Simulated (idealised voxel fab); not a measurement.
Proc. module: voxel fin reveal
The width of the displayed cross-section, cut, is 230 nm; its cells are square, with a size of 5 nm.
Think of the cross-section as a grid of square cells. We describe it in bands, top to bottom, and each band covers one or more rows of those cells.
Per band: top height and bottom height in nm, followed by the left-to-right materials and their widths in nm; "all across" marks a single material spanning edge to edge, "blank" marks empty space.
The reference from which all heights are counted is 0, the level beneath which the as-received wafer is entirely one material; the lowest band, having no lower bound, proceeds downward and is written after the example "z 0 and below".
Read "30 to 40" as a graded width: first number on top, second number at the bottom, same change between each pair of neighbouring rows.
It should be understood that the words "remained the same", when stated for a given step, signify that the cross-section underwent no change in any of its cells during that step.
Closed-off voids of 8+ cells (no open route to the top) go in "Completely enclosed voids", written width x height at distance from the left edge, in nm.
Step line, after settings: the simulator's comment on this step.
"overlay nm", when on a step's line for a step with a mask, measures how far to the right of its planned place the mask lay; a negative measure means to the left.
The process steps that were planned are listed below:
step 1: RECEIVE: material Si
step 2: CONFORMAL_DEP: material SiN, thk nm 10
step 3: PATTERN: tone cover, mask id FINS, material resist, width nm 15, pitch nm 35, thk nm 20, overlay nm 0
step 4: DIRECTIONAL_ETCH: etch materials SiN, depth nm 10
step 5: DIRECTIONAL_ETCH: etch materials Si, depth nm 40
step 6: STRIP: etch materials resist
step 7: OXIDIZE: depth nm 5
step 8: FILL_DEP: material SiO2, thk nm 15
step 9: CMP: height nm 10
step 10: SELECTIVE_ETCH: etch materials SiO2, depth nm 20
step 11: STRIP: etch materials SiN
step 12: CONFORMAL_DEP: material SiO2, thk nm 5
First wafer, two in total, run as planned:
Cross-section of the wafer upon arrival, representing the state reached after step 1:
> z 0 and below | Si all across
> Completely enclosed voids: none
Cross-sectional representation of the wafer at the conclusion of step 2:
> z 10 to 0 | SiN all across
> Under 0: no change, same as before.
Cross-sectional representation of the wafer at the conclusion of step 3:
> z 30 to 10 | 90 of blank  15 of resist  20 of blank  15 of resist  90 of blank
> Under 10: no change, same as before.
Cross-sectional representation of the wafer at the conclusion of step 4:
> z 30 to 10 | 90 of blank  15 of resist  20 of blank  15 of resist  90 of blank
> z 10 to 0 | 90 of blank  15 of SiN  20 of blank  15 of SiN  90 of blank
> Under 0: no change, same as before.
Cross-sectional representation of the wafer at the conclusion of step 5:
> z 30 to 10 | 90 of blank  15 of resist  20 of blank  15 of resist  90 of blank
> z 10 to 0 | 90 of blank  15 of SiN  20 of blank  15 of SiN  90 of blank
> z 0 to -40 | 90 of blank  15 of Si  20 of blank  15 of Si  90 of blank
> Under -40: no change, same as before.
Cross-sectional representation of the wafer at the conclusion of step 6:
> z 10 to 0 | 90 of blank  15 of SiN  20 of blank  15 of SiN  90 of blank
> Under 0: no change, same as before.
Cross-sectional representation of the wafer at the conclusion of step 7:
> z 10 to 0 | 90 of blank  15 of SiN  20 of blank  15 of SiN  90 of blank
> z 0 to -40 | 90 of blank  5 of SiO2  5 of Si  5 of SiO2  20 of blank  5 of SiO2  5 of Si  5 of SiO2  90 of blank
> z -40 to -45 | 95 of SiO2  5 of Si  30 of SiO2  5 of Si  95 of SiO2
> Under -45: no change, same as before.
Cross-sectional representation of the wafer at the conclusion of step 8:
> z 25 to 10 | SiO2 all across
> z 10 to 0 | 90 of SiO2  15 of SiN  20 of SiO2  15 of SiN  90 of SiO2
> z 0 to -45 | 95 of SiO2  5 of Si  30 of SiO2  5 of Si  95 of SiO2
> Under -45: no change, same as before.
Cross-sectional representation of the wafer at the conclusion of step 9:
> z 10 to 0 | 90 of SiO2  15 of SiN  20 of SiO2  15 of SiN  90 of SiO2
> Under 0: no change, same as before.
Cross-sectional representation of the wafer at the conclusion of step 10:
> z 10 to 0 | 90 of blank  15 of SiN  20 of blank  15 of SiN  90 of blank
> z 0 to -10 | 95 of blank  5 of Si  30 of blank  5 of Si  95 of blank
> Under -10: no change, same as before.
Cross-sectional representation of the wafer at the conclusion of step 11:
> z 0 to -10 | 95 of blank  5 of Si  30 of blank  5 of Si  95 of blank
> Under -10: no change, same as before.
Cross-sectional representation of the wafer at the conclusion of step 12:
> z 5 to 0 | 90 of blank  15 of SiO2  20 of blank  15 of SiO2  90 of blank
> z 0 to -5 | 90 of blank  5 of SiO2  5 of Si  5 of SiO2  20 of blank  5 of SiO2  5 of Si  5 of SiO2  90 of blank
> z -5 to -45 | 95 of SiO2  5 of Si  30 of SiO2  5 of Si  95 of SiO2
> Under -45: no change, same as before.
Notes, second wafer: start = first wafer's, plan = first wafer's, execution had one mistake; history identical to first through step 2:
At the planned end of step 3, the second wafer in cross-section:
> z 30 to 10 | 90 of blank  20 of resist  15 of blank  20 of resist  85 of blank
> Under 10: no change, same as before.
At the planned end of step 4, the second wafer in cross-section:
> z 30 to 10 | 90 of blank  20 of resist  15 of blank  20 of resist  85 of blank
> z 10 to 0 | 90 of blank  20 of SiN  15 of blank  20 of SiN  85 of blank
> Under 0: no change, same as before.
At the planned end of step 5, the second wafer in cross-section:
> z 30 to 10 | 90 of blank  20 of resist  15 of blank  20 of resist  85 of blank
> z 10 to 0 | 90 of blank  20 of SiN  15 of blank  20 of SiN  85 of blank
> z 0 to -40 | 90 of blank  20 of Si  15 of blank  20 of Si  85 of blank
> Under -40: no change, same as before.
At the planned end of step 6, the second wafer in cross-section:
> z 10 to 0 | 90 of blank  20 of SiN  15 of blank  20 of SiN  85 of blank
> Under 0: no change, same as before.
At the planned end of step 7, the second wafer in cross-section:
> z 10 to 0 | 90 of blank  20 of SiN  15 of blank  20 of SiN  85 of blank
> z 0 to -40 | 90 of blank  5 of SiO2  10 of Si  5 of SiO2  15 of blank  5 of SiO2  10 of Si  5 of SiO2  85 of blank
> z -40 to -45 | 95 of SiO2  10 of Si  25 of SiO2  10 of Si  90 of SiO2
> Under -45: no change, same as before.
At the planned end of step 8, the second wafer in cross-section:
> z 25 to 10 | SiO2 all across
> z 10 to 0 | 90 of SiO2  20 of SiN  15 of SiO2  20 of SiN  85 of SiO2
> z 0 to -45 | 95 of SiO2  10 of Si  25 of SiO2  10 of Si  90 of SiO2
> Under -45: no change, same as before.
At the planned end of step 9, the second wafer in cross-section:
> z 10 to 0 | 90 of SiO2  20 of SiN  15 of SiO2  20 of SiN  85 of SiO2
> Under 0: no change, same as before.
At the planned end of step 10, the second wafer in cross-section:
> z 10 to 0 | 90 of blank  20 of SiN  15 of blank  20 of SiN  85 of blank
> z 0 to -10 | 95 of blank  10 of Si  25 of blank  10 of Si  90 of blank
> Under -10: no change, same as before.
At the planned end of step 11, the second wafer in cross-section:
> z 0 to -10 | 95 of blank  10 of Si  25 of blank  10 of Si  90 of blank
> Under -10: no change, same as before.
At the planned end of step 12, the second wafer in cross-section:
> z 5 to 0 | 90 of blank  20 of SiO2  15 of blank  20 of SiO2  85 of blank
> z 0 to -5 | 90 of blank  5 of SiO2  10 of Si  5 of SiO2  15 of blank  5 of SiO2  10 of Si  5 of SiO2  85 of blank
> z -5 to -45 | 95 of SiO2  10 of Si  25 of SiO2  10 of Si  90 of SiO2
> Under -45: no change, same as before.
Processing error: it should be noted that step 3 was executed with settings other than those planned, the operation and settings actually applied being PATTERN: tone cover, mask id FINS, material resist, width nm 20, pitch nm 35, thk nm 20, overlay nm 0
Wafer comparison, final, in cells, second relative to first, materials more or fewer: +18 Si; -14 SiO2
